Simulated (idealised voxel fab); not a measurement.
Presented below is a process module, voxel wiring stack.
Displayed cross-section: cut, width of 270 nm, square cells sized 5 nm.
Cross-section spec: square-cell grid; bands listed top down; each band is one or more rows.
The entry gives the band's vertical extent as a top height and a bottom height in nm, then its horizontal make-up as materials from left to right, each with a width in nm. "air" stands for empty space; a single material marked "all across" fills the band edge to edge.
The level at which height equals 0 is the one under which the wafer, as it arrives, is entirely one material. No lower edge exists for the bottom band, which continues downward and is notated as in "0 down".
The two numbers in a width such as "30 to 40" mark its ends across the band: the first belongs to the top row of cells, the second to the bottom row, and from each row to the next the width moves by the same amount.
Basically "remains unaltered" means that step didn't change any cell in the cross-section.
Empty spaces without an open route to the top, at least 8 cells in extent, make up the entry "Cavities, closed"; each is given as width x height at distance, where the distance is measured from the left edge, and all are in nm.
after a step's settings: what the simulator itself notes on the step
On any step carrying a mask, the "overlay nm" setting, if present on the step's line, tells how far right of its planned place the mask lay; negative values point to the left.
Pairs, read this way: before one process step on the one hand, after it on the other, the after cross-section ending at the lowest band that changed; the step between, settings included, beneath. Same starting wafer throughout, but possibly different runs of this module, so no pair continues from the pair above unless its entry headed "Pre-step condition" says so.

Pre-step condition:
  70 to 50 = 30 nm lowk / 30 nm air / 30 nm lowk / 30 nm air / 30 nm lowk / 30 nm air / 30 nm lowk / 30 nm air / 30 nm lowk
  50 to 40 = 30 nm lowk / 15 nm air / 45 nm lowk / 15 nm air / 45 nm lowk / 15 nm air / 45 nm lowk / 15 nm air / 45 nm lowk
  40 to 35 = 30 nm SiCN / 15 nm air / 45 nm SiCN / 15 nm air / 45 nm SiCN / 15 nm air / 45 nm SiCN / 15 nm air / 45 nm SiCN
  35 to 20 = 25 nm Cu / 5 nm TiN / 30 nm lowk / 5 nm TiN / 20 nm Cu / 5 nm TiN / 30 nm lowk / 5 nm TiN / 20 nm Cu / 5 nm TiN / 30 nm lowk / 5 nm TiN / 20 nm Cu / 5 nm TiN / 30 nm lowk / 5 nm TiN / 25 nm Cu
  20 to 15 = 30 nm TiN / 30 nm SiN / 30 nm TiN / 30 nm SiN / 30 nm TiN / 30 nm SiN / 30 nm TiN / 30 nm SiN / 30 nm TiN
  15 to 0 = SiO2 all across
  0 down = Si all across
  Cavities, closed: none

After:
  75 to 70 = 35 nm TiN / 20 nm air / 40 nm TiN / 20 nm air / 40 nm TiN / 20 nm air / 40 nm TiN / 20 nm air / 35 nm TiN
  70 to 55 = 30 nm lowk / 5 nm TiN / 20 nm air / 5 nm TiN / 30 nm lowk / 5 nm TiN / 20 nm air / 5 nm TiN / 30 nm lowk / 5 nm TiN / 20 nm air / 5 nm TiN / 30 nm lowk / 5 nm TiN / 20 nm air / 5 nm TiN / 30 nm lowk
  55 to 50 = 30 nm lowk / 5 nm TiN / 5 nm air / 20 nm TiN / 30 nm lowk / 5 nm TiN / 5 nm air / 20 nm TiN / 30 nm lowk / 5 nm TiN / 5 nm air / 20 nm TiN / 30 nm lowk / 5 nm TiN / 5 nm air / 20 nm TiN / 30 nm lowk
  50 to 40 = 30 nm lowk / 5 nm TiN / 5 nm air / 5 nm TiN / 45 nm lowk / 5 nm TiN / 5 nm air / 5 nm TiN / 45 nm lowk / 5 nm TiN / 5 nm air / 5 nm TiN / 45 nm lowk / 5 nm TiN / 5 nm air / 5 nm TiN / 45 nm lowk
  40 to 35 = 30 nm SiCN / 15 nm TiN / 45 nm SiCN / 15 nm TiN / 45 nm SiCN / 15 nm TiN / 45 nm SiCN / 15 nm TiN / 45 nm SiCN
  below 35: unchanged
  Cavities, closed: none
Operation between the pre and post cross-sections above: CONFORMAL_DEP (material TiN; thk nm 5)

Pre-step condition: look at the pair above, its after cross-section is where this step starts.

After:
  80 to 75 = Cu all across
  75 to 70 = 35 nm TiN / 20 nm Cu / 40 nm TiN / 20 nm Cu / 40 nm TiN / 20 nm Cu / 40 nm TiN / 20 nm Cu / 35 nm TiN
  70 to 55 = 30 nm lowk / 5 nm TiN / 20 nm Cu / 5 nm TiN / 30 nm lowk / 5 nm TiN / 20 nm Cu / 5 nm TiN / 30 nm lowk / 5 nm TiN / 20 nm Cu / 5 nm TiN / 30 nm lowk / 5 nm TiN / 20 nm Cu / 5 nm TiN / 30 nm lowk
  55 to 50 = 30 nm lowk / 5 nm TiN / 5 nm Cu / 20 nm TiN / 30 nm lowk / 5 nm TiN / 5 nm Cu / 20 nm TiN / 30 nm lowk / 5 nm TiN / 5 nm Cu / 20 nm TiN / 30 nm lowk / 5 nm TiN / 5 nm Cu / 20 nm TiN / 30 nm lowk
  50 to 40 = 30 nm lowk / 5 nm TiN / 5 nm Cu / 5 nm TiN / 45 nm lowk / 5 nm TiN / 5 nm Cu / 5 nm TiN / 45 nm lowk / 5 nm TiN / 5 nm Cu / 5 nm TiN / 45 nm lowk / 5 nm TiN / 5 nm Cu / 5 nm TiN / 45 nm lowk
  below 40: unchanged
  Cavities, closed: none
Operation between the pre and post cross-sections above: FILL_DEP (material Cu; thk nm 5)

Pre-step condition: look at the pair above, its after cross-section is where this step starts.

After:
  70 to 55 = 30 nm lowk / 5 nm TiN / 20 nm Cu / 5 nm TiN / 30 nm lowk / 5 nm TiN / 20 nm Cu / 5 nm TiN / 30 nm lowk / 5 nm TiN / 20 nm Cu / 5 nm TiN / 30 nm lowk / 5 nm TiN / 20 nm Cu / 5 nm TiN / 30 nm lowk
  below 55: unchanged
  Cavities, closed: none
Operation between the pre and post cross-sections above: CMP (height nm 70)

Pre-step condition: look at the pair above, its after cross-section is where this step starts.

After:
  75 to 70 = SiCN all across
  below 70: unchanged
  Cavities, closed: none
Operation between the pre and post cross-sections above: CONFORMAL_DEP (material SiCN; thk nm 5)

Pre-step condition: look at the pair above, its after cross-section is where this step starts.

After:
  105 to 75 = lowk all across
  below 75: unchanged
  Cavities, closed: none
Operation between the pre and post cross-sections above: DIRECTIONAL_DEP (material lowk; thk nm 30)

Pre-step condition: look at the pair above, its after cross-section is where this step starts.

After:
  115 to 105 = aC all across
  below 105: unchanged
  Cavities, closed: none
Operation between the pre and post cross-sections above: DIRECTIONAL_DEP (material aC; thk nm 10)

Pre-step condition: look at the pair above, its after cross-section is where this step starts.

After:
  140 to 115 = 30 nm resist / 15 nm air / 105 nm resist / 15 nm air / 105 nm resist
  below 115: unchanged
  Cavities, closed: none
Operation between the pre and post cross-sections above: PATTERN (tone open; mask id METAL_3_HOLES; material resist; width nm 15; pitch nm 120; thk nm 25; overlay nm 0)

Pre-step condition: look at the pair above, its after cross-section is where this step starts.

After:
  130 to 115 = 30 nm resist / 15 nm air / 105 nm resist / 15 nm air / 105 nm resist
  115 to 105 = 30 nm aC / 15 nm air / 105 nm aC / 15 nm air / 105 nm aC
  below 105: unchanged
  Cavities, closed: none
Operation between the pre and post cross-sections above: DIRECTIONAL_ETCH (etch materials aC; depth nm 10)

Pre-step condition: look at the pair above, its after cross-section is where this step starts.

After:
  115 to 105 = 30 nm aC / 15 nm air / 105 nm aC / 15 nm air / 105 nm aC
  below 105: unchanged
  Cavities, closed: none
Operation between the pre and post cross-sections above: STRIP (etch materials resist)

Pre-step condition: look at the pair above, its after cross-section is where this step starts.

After:
  115 to 105 = 30 nm aC / 15 nm air / 105 nm aC / 15 nm air / 105 nm aC
  105 to 75 = 30 nm lowk / 15 nm air / 105 nm lowk / 15 nm air / 105 nm lowk
  below 75: unchanged
  Cavities, closed: none
Operation between the pre and post cross-sections above: DIRECTIONAL_ETCH (etch materials lowk; depth nm 30)

Pre-step condition: look at the pair above, its after cross-section is where this step starts.

After:
  105 to 75 = 30 nm lowk / 15 nm air / 105 nm lowk / 15 nm air / 105 nm lowk
  below 75: unchanged
  Cavities, closed: none
Operation between the pre and post cross-sections above: STRIP (etch materials aC)

Pre-step condition: look at the pair above, its after cross-section is where this step starts.

After:
  115 to 105 = 30 nm aC / 15 nm air / 105 nm aC / 15 nm air / 105 nm aC
  105 to 85 = 30 nm lowk / 15 nm air / 105 nm lowk / 15 nm air / 105 nm lowk
  85 to 75 = 30 nm lowk / 15 nm aC / 105 nm lowk / 15 nm aC / 105 nm lowk
  below 75: unchanged
  Cavities, closed: none
Operation between the pre and post cross-sections above: DIRECTIONAL_DEP (material aC; thk nm 10)

Pre-step condition: look at the pair above, its after cross-section is where this step starts.

After:
  140 to 115 = 30 nm resist / 30 nm air / 30 nm resist / 30 nm air / 30 nm resist / 30 nm air / 30 nm resist / 30 nm air / 30 nm resist
  below 115: unchanged
  Cavities, closed: none
Operation between the pre and post cross-sections above: PATTERN (tone open; mask id METAL_3; material resist; width nm 30; pitch nm 60; thk nm 25; overlay nm 0)

Pre-step condition: look at the pair above, its after cross-section is where this step starts.

After:
  130 to 115 = 30 nm resist / 30 nm air / 30 nm resist / 30 nm air / 30 nm resist / 30 nm air / 30 nm resist / 30 nm air / 30 nm resist
  115 to 105 = 30 nm aC / 30 nm air / 30 nm aC / 30 nm air / 30 nm aC / 30 nm air / 30 nm aC / 30 nm air / 30 nm aC
  105 to 75 = 30 nm lowk / 15 nm air / 105 nm lowk / 15 nm air / 105 nm lowk
  below 75: unchanged
  Cavities, closed: none
Operation between the pre and post cross-sections above: DIRECTIONAL_ETCH (etch materials aC; depth nm 10)

Pre-step condition: look at the pair above, its after cross-section is where this step starts.

After:
  115 to 105 = 30 nm aC / 30 nm air / 30 nm aC / 30 nm air / 30 nm aC / 30 nm air / 30 nm aC / 30 nm air / 30 nm aC
  below 105: unchanged
  Cavities, closed: none
Operation between the pre and post cross-sections above: STRIP (etch materials resist)

Pre-step condition: look at the pair above, its after cross-section is where this step starts.

After:
  115 to 105 = 30 nm aC / 30 nm air / 30 nm aC / 30 nm air / 30 nm aC / 30 nm air / 30 nm aC / 30 nm air / 30 nm aC
  105 to 90 = 30 nm lowk / 30 nm air / 30 nm lowk / 30 nm air / 30 nm lowk / 30 nm air / 30 nm lowk / 30 nm air / 30 nm lowk
  below 90: unchanged
  Cavities, closed: none
Operation between the pre and post cross-sections above: DIRECTIONAL_ETCH (etch materials lowk; depth nm 15)

Pre-step condition: look at the pair above, its after cross-section is where this step starts.

After:
  115 to 105 = 30 nm aC / 30 nm air / 30 nm aC / 30 nm air / 30 nm aC / 30 nm air / 30 nm aC / 30 nm air / 30 nm aC
  105 to 90 = 30 nm lowk / 30 nm air / 30 nm lowk / 30 nm air / 30 nm lowk / 30 nm air / 30 nm lowk / 30 nm air / 30 nm lowk
  90 to 75 = 30 nm lowk / 15 nm air / 105 nm lowk / 15 nm air / 105 nm lowk
  75 to 70 = 30 nm SiCN / 15 nm air / 105 nm SiCN / 15 nm air / 105 nm SiCN
  below 70: unchanged
  Cavities, closed: none
Operation between the pre and post cross-sections above: DIRECTIONAL_ETCH (etch materials SiCN; depth nm 5)

Pre-step condition: look at the pair above, its after cross-section is where this step starts.

After:
  105 to 90 = 30 nm lowk / 30 nm air / 30 nm lowk / 30 nm air / 30 nm lowk / 30 nm air / 30 nm lowk / 30 nm air / 30 nm lowk
  below 90: unchanged
  Cavities, closed: none
Operation between the pre and post cross-sections above: STRIP (etch materials aC)

Pre-step condition: look at the pair above, its after cross-section is where this step starts.

After:
  110 to 105 = 35 nm TiN / 20 nm air / 40 nm TiN / 20 nm air / 40 nm TiN / 20 nm air / 40 nm TiN / 20 nm air / 35 nm TiN
  105 to 95 = 30 nm lowk / 5 nm TiN / 20 nm air / 5 nm TiN / 30 nm lowk / 5 nm TiN / 20 nm air / 5 nm TiN / 30 nm lowk / 5 nm TiN / 20 nm air / 5 nm TiN / 30 nm lowk / 5 nm TiN / 20 nm air / 5 nm TiN / 30 nm lowk
  95 to 90 = 30 nm lowk / 5 nm TiN / 5 nm air / 20 nm TiN / 30 nm lowk / 30 nm TiN / 30 nm lowk / 5 nm TiN / 5 nm air / 20 nm TiN / 30 nm lowk / 30 nm TiN / 30 nm lowk
  90 to 75 = 30 nm lowk / 5 nm TiN / 5 nm air / 5 nm TiN / 105 nm lowk / 5 nm TiN / 5 nm air / 5 nm TiN / 105 nm lowk
  75 to 70 = 30 nm SiCN / 15 nm TiN / 105 nm SiCN / 15 nm TiN / 105 nm SiCN
  below 70: unchanged
  Cavities, closed: none
Operation between the pre and post cross-sections above: CONFORMAL_DEP (material TiN; thk nm 5)

Pre-step condition: look at the pair above, its after cross-section is where this step starts.

After:
  115 to 110 = Cu all across
  110 to 105 = 35 nm TiN / 20 nm Cu / 40 nm TiN / 20 nm Cu / 40 nm TiN / 20 nm Cu / 40 nm TiN / 20 nm Cu / 35 nm TiN
  105 to 95 = 30 nm lowk / 5 nm TiN / 20 nm Cu / 5 nm TiN / 30 nm lowk / 5 nm TiN / 20 nm Cu / 5 nm TiN / 30 nm lowk / 5 nm TiN / 20 nm Cu / 5 nm TiN / 30 nm lowk / 5 nm TiN / 20 nm Cu / 5 nm TiN / 30 nm lowk
  95 to 90 = 30 nm lowk / 5 nm TiN / 5 nm Cu / 20 nm TiN / 30 nm lowk / 30 nm TiN / 30 nm lowk / 5 nm TiN / 5 nm Cu / 20 nm TiN / 30 nm lowk / 30 nm TiN / 30 nm lowk
  90 to 75 = 30 nm lowk / 5 nm TiN / 5 nm Cu / 5 nm TiN / 105 nm lowk / 5 nm TiN / 5 nm Cu / 5 nm TiN / 105 nm lowk
  below 75: unchanged
  Cavities, closed: none
Operation between the pre and post cross-sections above: FILL_DEP (material Cu; thk nm 5)

Pre-step condition: look at the pair above, its after cross-section is where this step starts.

After:
  105 to 95 = 30 nm lowk / 5 nm TiN / 20 nm Cu / 5 nm TiN / 30 nm lowk / 5 nm TiN / 20 nm Cu / 5 nm TiN / 30 nm lowk / 5 nm TiN / 20 nm Cu / 5 nm TiN / 30 nm lowk / 5 nm TiN / 20 nm Cu / 5 nm TiN / 30 nm lowk
  below 95: unchanged
  Cavities, closed: none
Operation between the pre and post cross-sections above: CMP (height nm 105)

Pre-step condition: look at the pair above, its after cross-section is where this step starts.

After:
  110 to 105 = SiCN all across
  below 105: unchanged
  Cavities, closed: none
Operation between the pre and post cross-sections above: CONFORMAL_DEP (material SiCN; thk nm 5)
